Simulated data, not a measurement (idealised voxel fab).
process module | voxel fin reveal
cross-section cut | 250 nm wide | cells 5 nm
A cross-section is a grid of square cells, given in bands from the top down. A band is one or more rows of cells.
Each band's line starts with the height of the band's top and of its bottom, in nm. Then come its materials from left to right, each with its width in nm. One material with "throughout" fills the band from edge to edge. "air" is empty space.
Height 0 is the level under which the wafer as received is all one material. The lowest band goes on downwards, as in "0 down".
A width such as "30 to 40" changes by the same amount from each row of cells to the next, from the band's top row to its bottom row.
"no change" after a step means that no cell of the cross-section changed.
closed voids: empty space of 8 cells or more with no open way to the top, each as width x height at its distance from the left edge, in nm
after a step's settings: what the simulator itself notes on the step
overlay nm, on a step with a mask: how far to the right of its planned place the mask lay; to the left if negative
plan
1 op RECEIVE | material Si
2 op CONFORMAL_DEP | material SiN | thk nm 10
3 op DIRECTIONAL_DEP | material aC | thk nm 10
4 op PATTERN | tone cover | mask id FINS | material resist | width nm 15 | pitch nm 40 | thk nm 25 | overlay nm 0
5 op DIRECTIONAL_ETCH | etch materials aC | depth nm 10
6 op STRIP | etch materials resist
7 op DIRECTIONAL_ETCH | etch materials SiN | depth nm 10
8 op DIRECTIONAL_ETCH | etch materials Si | depth nm 40
9 op STRIP | etch materials aC
10 op OXIDIZE | depth nm 5
11 op FILL_DEP | material SiO2 | thk nm 15
12 op CMP | height nm 10
13 op SELECTIVE_ETCH | etch materials SiO2 | depth nm 20
14 op STRIP | etch materials SiN
as received, after step 1
  0 down: Si throughout
  closed voids: none
first wafer at the end, as planned
  0 to -10: air 100 | Si 5 | air 35 | Si 5 | air 105
  -10 to -45: SiO2 100 | Si 5 | SiO2 35 | Si 5 | SiO2 105
  -45 down: Si throughout
  closed voids: none
second wafer at the end: like start, like plan, one mistake
  0 to -10: air 100 | Si 5 | air 35 | Si 5 | air 105
  -10 to -40: SiO2 100 | Si 5 | SiO2 35 | Si 5 | SiO2 105
  -40 down: Si throughout
  closed voids: none
what went wrong: step 8 ran as: op DIRECTIONAL_ETCH | etch materials Si | depth nm 35
at the end the second wafer has, in cells: 48 more of Si | 48 fewer of SiO2
